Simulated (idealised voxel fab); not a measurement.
voxel tone inversion: a process module
Pictured: cross-section cut, 140 nm wide, on a grid of 5 nm square cells.
For the purposes of this document, a cross-section shall be understood as a grid of square cells, specified as bands listed in top-to-bottom order, each band consisting of one or more rows of cells. It is stipulated that each band's entry specify, in nanometres, the height of the top of the band and then that of its bottom, followed by the materials of the band in left-to-right sequence, each together with its width in nanometres. A single material marked by the word "full width" is understood to fill the band from edge to edge; the word "air" is understood to denote empty space. It should be noted that heights are counted from 0, beneath which the wafer as supplied is of one material throughout, and that the lowest band possesses no lower boundary but continues downward, as written in "from 0 down". Per-row width for "30 to 40": begins at first number (top row of band), ends at second number (bottom row), increment between rows held constant. Where a step carries "identical to before", the cross-section came out of it unchanged, cell for cell. So "Closed internal cavities" is basically the list of trapped voids: any empty space of 8 cells or more that can't reach the top through an opening. They're written width x height at distance, the distance being from the left edge, and it's all nm. The remark found on a step's line after its settings is issued by the simulator itself and pertains to that step. You can add "overlay nm" to a step's line. For a step with a mask, it describes how far the mask lay to the right of its planned position, and a negative number describes a lay to the left.
The steps planned for the process are as follows
1. RECEIVE | material Si
2. CONFORMAL_DEP | material SiCN | thk nm 10
3. DIRECTIONAL_DEP | material polySi | thk nm 15
4. PATTERN | tone cover | mask id POSTS | material resist | width nm 20 | pitch nm 50 | thk nm 25 | overlay nm 0
5. DIRECTIONAL_ETCH | etch materials polySi | depth nm 15
6. STRIP | etch materials resist
7. FILL_DEP | material SiO2 | thk nm 5
8. CMP | height nm 25
9. STRIP | etch materials polySi
So, the first of our two wafers, run just as we planned it
Received-state cross-section, reflecting completion of step 1
* from 0 down  Si full width
* Closed internal cavities: none
Sectional view: wafer, after step 2
* from 10 to 0  SiCN full width
* Under 0: no change, same as before.
Sectional view: wafer, after step 3
* from 25 to 10  polySi full width
* Under 10: no change, same as before.
Sectional view: wafer, after step 4
* from 50 to 25  air (35); resist (20); air (30); resist (20); air (35)
* Under 25: no change, same as before.
Sectional view: wafer, after step 5
* from 50 to 25  air (35); resist (20); air (30); resist (20); air (35)
* from 25 to 10  air (35); polySi (20); air (30); polySi (20); air (35)
* Under 10: no change, same as before.
Sectional view: wafer, after step 6
* from 25 to 10  air (35); polySi (20); air (30); polySi (20); air (35)
* Under 10: no change, same as before.
Sectional view: wafer, after step 7
* from 30 to 25  SiO2 full width
* from 25 to 10  SiO2 (35); polySi (20); SiO2 (30); polySi (20); SiO2 (35)
* Under 10: no change, same as before.
Sectional view: wafer, after step 8
* from 25 to 10  SiO2 (35); polySi (20); SiO2 (30); polySi (20); SiO2 (35)
* Under 10: no change, same as before.
Sectional view: wafer, after step 9
* from 25 to 10  SiO2 (35); air (20); SiO2 (30); air (20); SiO2 (35)
* Under 10: no change, same as before.
It is to be noted that the second wafer proceeded from the same initial state and according to the same plan as the first, although one mistake was committed in its execution; through step 7, inclusive, the two wafers share an identical history
Second wafer at the planned finish of step 8, seen in cross-section
* from 15 to 10  SiO2 (35); polySi (20); SiO2 (30); polySi (20); SiO2 (35)
* Under 10: no change, same as before.
Second wafer at the planned finish of step 9, seen in cross-section
* from 15 to 10  SiO2 (35); air (20); SiO2 (30); air (20); SiO2 (35)
* Under 10: no change, same as before.
What was done differently from what was planned? not per plan at step 8, really ran CMP | height nm 15
Counted in cells at the end, the second wafer holds more or fewer of these materials than the first: 40 fewer of SiO2
